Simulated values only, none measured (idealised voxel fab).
This section sets out a process module, namely voxel air gaps.
Square cell edge 5 nm, section width 265 nm, ID cut.
Cross-section format: a grid of square cells, given as bands from top to bottom; each band is one or more rows of cells. This entry defines a band. It first specifies the height of the band's top and the height of its bottom in nm, and then specifies the band's materials from left to right, stating each material with its width in nm. The word "everywhere" identifies a single material that fills the band from edge to edge, while the word "air" identifies empty space. Height datum 0, below which the as-received substrate wafer is one material. Lowest band open at the bottom, running downward: "0 nm and below". Width "30 to 40": first value at the band's top row of cells, second value at its bottom row, equal change from row to row. Step note "no alteration" = no cross-section cell changed. For the entry "Encapsulated voids", the listed items are empty spaces with no open way to the top whose size is 8 cells or more; each item follows the pattern width x height at distance, where distance is from the left edge and all three are in nm. On each step's line, the part that comes after the settings is the simulator's own comment on the step. "overlay nm" answers the question of how far to the right of plan the mask lay on a step that has a mask, and when it is negative the answer is to the left.
List of planned process steps:
1 RECEIVE,material Si
2 CONFORMAL_DEP,material SiO2,thk nm 15
3 CONFORMAL_DEP,material SiN,thk nm 5
4 DIRECTIONAL_DEP,material SiO2,thk nm 40
5 DIRECTIONAL_DEP,material aC,thk nm 15
6 PATTERN,tone open,mask id LINES,material resist,width nm 15,pitch nm 40,thk nm 35,overlay nm 0
7 DIRECTIONAL_ETCH,etch materials aC,depth nm 15
8 STRIP,etch materials resist
9 DIRECTIONAL_ETCH,etch materials SiO2,depth nm 40
10 STRIP,etch materials aC
11 CONFORMAL_DEP,material TiN,thk nm 5
12 FILL_DEP,material W,thk nm 10
13 CMP,height nm 60
14 EPI,material Ru,thk nm 10
15 SELECTIVE_ETCH,etch materials SiO2,depth nm 50
16 CONFORMAL_DEP,material SiN,thk nm 5
Cross-section of the wafer upon arrival, representing the state reached after step 1:
  0 nm and below  Si everywhere
  Encapsulated voids: none
The first of two wafers, cross-sectioned at the end of the module, with the run proceeding as planned:
  75 nm to 70 nm  70 of air | 125 of SiN | 70 of air
  70 nm to 60 nm  70 of air | 5 of SiN | 35 of Ru | 5 of SiN | 35 of Ru | 5 of SiN | 35 of Ru | 5 of SiN | 70 of air
  60 nm to 55 nm  70 of air | 15 of SiN | 5 of TiN | 5 of W | 5 of TiN | 25 of SiN | 5 of TiN | 5 of W | 5 of TiN | 25 of SiN | 5 of TiN | 5 of W | 5 of TiN | 15 of SiN | 70 of air
  55 nm to 25 nm  80 of air | 5 of SiN | 5 of TiN | 5 of W | 5 of TiN | 5 of SiN | 15 of air | 5 of SiN | 5 of TiN | 5 of W | 5 of TiN | 5 of SiN | 15 of air | 5 of SiN | 5 of TiN | 5 of W | 5 of TiN | 5 of SiN | 80 of air
  25 nm to 20 nm  85 of SiN | 15 of TiN | 25 of SiN | 15 of TiN | 25 of SiN | 15 of TiN | 85 of SiN
  20 nm to 15 nm  SiN everywhere
  15 nm to 0 nm  SiO2 everywhere
  0 nm and below  Si everywhere
  Encapsulated voids: 15 x 30 at 105; 15 x 30 at 145
Cross-sectional view: second of two wafers, end of module; start and plan identical to the first, one mistake in running:
  75 nm to 70 nm  75 of air | 125 of SiN | 65 of air
  70 nm to 60 nm  75 of air | 5 of SiN | 35 of Ru | 5 of SiN | 35 of Ru | 5 of SiN | 35 of Ru | 5 of SiN | 65 of air
  60 nm to 55 nm  75 of air | 15 of SiN | 5 of TiN | 5 of W | 5 of TiN | 25 of SiN | 5 of TiN | 5 of W | 5 of TiN | 25 of SiN | 5 of TiN | 5 of W | 5 of TiN | 15 of SiN | 65 of air
  55 nm to 25 nm  85 of air | 5 of SiN | 5 of TiN | 5 of W | 5 of TiN | 5 of SiN | 15 of air | 5 of SiN | 5 of TiN | 5 of W | 5 of TiN | 5 of SiN | 15 of air | 5 of SiN | 5 of TiN | 5 of W | 5 of TiN | 5 of SiN | 75 of air
  25 nm to 20 nm  90 of SiN | 15 of TiN | 25 of SiN | 15 of TiN | 25 of SiN | 15 of TiN | 80 of SiN
  20 nm to 15 nm  SiN everywhere
  15 nm to 0 nm  SiO2 everywhere
  0 nm and below  Si everywhere
  Encapsulated voids: 15 x 30 at 110; 15 x 30 at 150
Error vs. plan: off-plan run, step 6, actual operation and settings PATTERN,tone open,mask id LINES,material resist,width nm 15,pitch nm 40,thk nm 35,overlay nm 5
Cell counts per material: same on both final wafers. Positions: different.
